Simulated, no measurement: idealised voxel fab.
Title: Process Module voxel gate over fins
The figure presents cross-section cut, which has a width of 140 nm and is divided into square cells with an edge length of 5 nm.
For the purposes of this document, a cross-section shall be understood as a grid of square cells, specified as bands listed in top-to-bottom order, each band consisting of one or more rows of cells. Band: top height; bottom height; in nm. Then, left to right: material with width in nm, for each material. "all across": a single material spanning edge to edge. "blank": empty space. We count height from 0. Below that, the starting wafer is all one material. The lowest band never ends at the bottom but goes on down; see "z 0 and below" for how that is written. A width such as "30->40" changes by the same amount from each row of cells to the next, from the band's top row to its bottom row. Where a step carries "left unchanged", the cross-section came out of it unchanged, cell for cell. So "Enclosed internal voids" is basically the list of trapped voids: any empty space of 8 cells or more that can't reach the top through an opening. They're written width x height at distance, the distance being from the left edge, and it's all nm. On a step's line, text after the settings is the simulator commenting on that step. "overlay nm" answers the question of how far to the right of plan the mask lay on a step that has a mask, and when it is negative the answer is to the left.
SO HERE'S THE LINEUP OF PROCESS STEPS WE PLANNED
1: RECEIVE,material Si
2: CONFORMAL_DEP,material SiN,thk nm 5
3: PATTERN,tone cover,mask id FINS,material resist,width nm 15,pitch nm 45,thk nm 15,overlay nm 0
4: DIRECTIONAL_ETCH,etch materials SiN,depth nm 5
5: DIRECTIONAL_ETCH,etch materials Si,depth nm 30
6: STRIP,etch materials resist
7: OXIDIZE,depth nm 5
8: FILL_DEP,material SiO2,thk nm 15
9: CMP,height nm 5
10: SELECTIVE_ETCH,etch materials SiO2,depth nm 20
11: STRIP,etch materials SiN
12: CONFORMAL_DEP,material HfO2,thk nm 5
13: CONFORMAL_DEP,material TiN,thk nm 5
14: CONFORMAL_DEP,material TiAl,thk nm 5
15: CONFORMAL_DEP,material TiN,thk nm 5
16: FILL_DEP,material W,thk nm 15
17: CMP,height nm 30
18: CONFORMAL_DEP,material SiN,thk nm 5
The plan's step 3 width nm is the first wafer's value; the wafers differ in this setting and start identical.
STEP 1 COMPLETE: AS-RECEIVED CROSS-SECTION OF THE FIRST OF SEVERAL WAFERS
- z 0 and below  Si all across
- Enclosed internal voids: none
QUICK KEY FOR THE TABLE: A ROW PER WAFER, TAKEN AT THE END OF THE MODULE. FOR EACH MATERIAL IT TELLS YOU HOW MANY CELLS THE WAFER GAINED (+) OR LOST (-) SINCE IT CAME IN, AND THE CLOSED VOIDS COME AFTER
width nm 15; +40 HfO2; -182 Si; +28 SiN; +104 SiO2; +40 TiAl; +80 TiN; +86 W; Enclosed internal voids: none
width nm 20; +40 HfO2; -168 Si; +28 SiN; +96 SiO2; +40 TiAl; +77 TiN; +83 W; Enclosed internal voids: none
width nm 25; +40 HfO2; -154 Si; +28 SiN; +88 SiO2; +40 TiAl; +74 TiN; +80 W; Enclosed internal voids: none
width nm 30; +40 HfO2; -140 Si; +28 SiN; +80 SiO2; +37 TiAl; +74 TiN; +77 W; Enclosed internal voids: none
